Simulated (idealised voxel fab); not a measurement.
The following is a process module called voxel self aligned contacts.
Cross-sectional view cut (width: 170 nm; square cell size: 5 nm).
In this document a cross-section is written as a grid of square cells. It is given as a series of bands, listed from the top down, and a band is one or more rows of cells. The band entry comprises the height of the band's top followed by the height of its bottom, expressed in nm, and subsequently the band's materials from left to right, each stated together with its width in nm. Where a single material is marked with the word "all across", that material fills the band from edge to edge. The word "empty" represents empty space. Height reference: 0 = level under which incoming wafer is all one material. Lowest band: no bottom, runs on downward, e.g. "0 down". Graded width ("30 to 40"): value in top row of band = first number; value in bottom row = second number; row-to-row change constant. Basically "all unchanged" means that step didn't change any cell in the cross-section. "Closed void register" - sealed voids, min. 8 cells, no opening to top; format: width x height at distance (distance from left edge; nm throughout). Text after the settings on a step's line: the simulator's own remark on that step. "overlay nm" answers the question of how far to the right of plan the mask lay on a step that has a mask, and when it is negative the answer is to the left.
### This section lists the process steps that were planned
| 1 | RECEIVE, material Si |
| 2 | CONFORMAL_DEP, material SiO2, thk nm 5 |
| 3 | DIRECTIONAL_DEP, material polySi, thk nm 30 |
| 4 | DIRECTIONAL_DEP, material SiN, thk nm 15 |
| 5 | MASKED_ETCH, tone cover, mask id GATE, width nm 25, pitch nm 50, etch materials SiN, depth nm 15, overlay nm 0 |
| 6 | MASKED_ETCH, tone cover, mask id GATE, width nm 25, pitch nm 50, etch materials polySi, depth nm 30, overlay nm 0 |
| 7 | CONFORMAL_DEP, material SiN, thk nm 5 |
| 8 | DIRECTIONAL_ETCH, etch materials SiN, depth nm 5 |
| 9 | FILL_DEP, material SiO2, thk nm 15 |
| 10 | CMP, height nm 60 |
| 11 | DIRECTIONAL_DEP, material aC, thk nm 10 |
| 12 | PATTERN, tone open, mask id CONTACT, material resist, width nm 35, pitch nm 50, thk nm 30, overlay nm 0 |
| 13 | DIRECTIONAL_ETCH, etch materials aC, depth nm 10 |
| 14 | STRIP, etch materials resist |
| 15 | DIRECTIONAL_ETCH, etch materials SiO2, depth nm 60 |
| 16 | STRIP, etch materials aC |
| 17 | CONFORMAL_DEP, material TiN, thk nm 5 |
| 18 | FILL_DEP, material Ru, thk nm 5 |
| 19 | CMP, height nm 60 |
| 20 | CONFORMAL_DEP, material SiCN, thk nm 5 |
All wafers enter the flow in the same state. The thk nm at step 2 differs from wafer to wafer, and the plan gives the value for the first wafer.
### Cross-section: the first of several wafers in its as-received state, i.e. following step 1
> 0 down | Si all across
> Closed void register: none
### Note: the following table is arranged by wafer, a row apiece. Each row reports the end-of-module state: per material, cells gained (+) or cells lost (-) compared with the wafer as received; closed voids follow
thk nm 5, +30 Ru, +34 SiCN, +99 SiN, +131 SiO2, +58 TiN, +90 polySi, Closed void register: none
thk nm 10, +22 Ru, +34 SiCN, +99 SiN, +139 SiO2, +58 TiN, +90 polySi, Closed void register: none
thk nm 15, +22 Ru, +34 SiCN, +99 SiN, +147 SiO2, +50 TiN, +90 polySi, Closed void register: none
thk nm 20, +22 Ru, +34 SiCN, +78 SiN, +168 SiO2, +50 TiN, +90 polySi, Closed void register: none
